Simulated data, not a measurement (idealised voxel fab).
The following is a process module called voxel ribs on slabs.
Square cell edge 5 nm, section width 240 nm, ID cut.
Notation: cross-section as square-cell grid; stated in bands, top first, going down; one or more cell rows per band. This entry defines a band. It first specifies the height of the band's top and the height of its bottom in nm, and then specifies the band's materials from left to right, stating each material with its width in nm. The word "all across" identifies a single material that fills the band from edge to edge, while the word "empty" identifies empty space. Heights are expressed relative to 0, this being the level below which the as-received wafer comprises one material exclusively. The lowest band is unbounded in the downward direction and is denoted as in "0 and below". So if you see something like "30->40" for the width, read it as the top row of the band sitting at the first number and the bottom row at the second, with every row in between moving by the same amount as the last. Given "no modifications" for a step, no cell of the cross-section differs between before and after that step. "Sealed void listing" specifies each empty space that is not open to the top and that occupies no fewer than 8 cells, using the form width x height at distance, the distance measured from the left edge and all three quantities in nm. Anything after a step's settings on that line? It's the simulator's own note about the step. Each step line may optionally specify "overlay nm", which for a step with a mask gives the rightward distance between the mask's planned place and where it lay, a negative value indicating the leftward direction.

**The planned process steps are enumerated hereunder**
1 RECEIVE [material Si]
2 DIRECTIONAL_DEP [material SiO2] [thk nm 30]
3 DIRECTIONAL_DEP [material SiN] [thk nm 20]
4 MASKED_ETCH [tone cover] [mask id RIB] [width nm 25] [etch materials SiN] [depth nm 5] [overlay nm 0]
5 PATTERN [tone cover] [mask id SLAB] [material resist] [width nm 65] [thk nm 20] [overlay nm 0]
6 DIRECTIONAL_ETCH [etch materials SiN] [depth nm 15]
7 STRIP [etch materials resist]
8 FILL_DEP [material SiO2] [thk nm 15]
9 CMP [height nm 60]
10 DIRECTIONAL_DEP [material TiN] [thk nm 5]
11 DIRECTIONAL_DEP [material aC] [thk nm 10]
12 PATTERN [tone cover] [mask id HEATER] [material resist] [width nm 35] [thk nm 25] [overlay nm 0]
13 DIRECTIONAL_ETCH [etch materials aC] [depth nm 10]
14 STRIP [etch materials resist]
15 DIRECTIONAL_ETCH [etch materials TiN] [depth nm 5]
16 STRIP [etch materials aC]
17 CONFORMAL_DEP [material SiO2] [thk nm 10]

**Incoming wafer, cross-sectional view, post step 1**
    0 and below  Si all across
    Sealed void listing: none

**Module complete - cross-section of the first of two wafers, run according to plan**
    75 down to 70  empty 90 nm; SiO2 55 nm; empty 95 nm
    70 down to 65  SiO2 all across
    65 down to 60  SiO2 100 nm; TiN 35 nm; SiO2 105 nm
    60 down to 50  SiO2 all across
    50 down to 45  SiO2 105 nm; SiN 25 nm; SiO2 110 nm
    45 down to 30  SiO2 85 nm; SiN 65 nm; SiO2 90 nm
    30 down to 0  SiO2 all across
    0 and below  Si all across
    Sealed void listing: none

**Cross-section, second wafer: same start as the first, same plan as the first, one mistake in running it; taken at the end of the module**
    75 down to 70  empty 90 nm; SiO2 55 nm; empty 95 nm
    70 down to 65  SiO2 all across
    65 down to 60  SiO2 100 nm; TiN 35 nm; SiO2 105 nm
    60 down to 20  SiO2 all across
    20 down to 0  SiN all across
    0 and below  Si all across
    Sealed void listing: none
Deviation from plan: swap of plan steps 2 and 3 during execution
At the finish, the second wafer shows more or fewer cells for some materials than the first does: SiN: 148 more; SiO2: 148 fewer
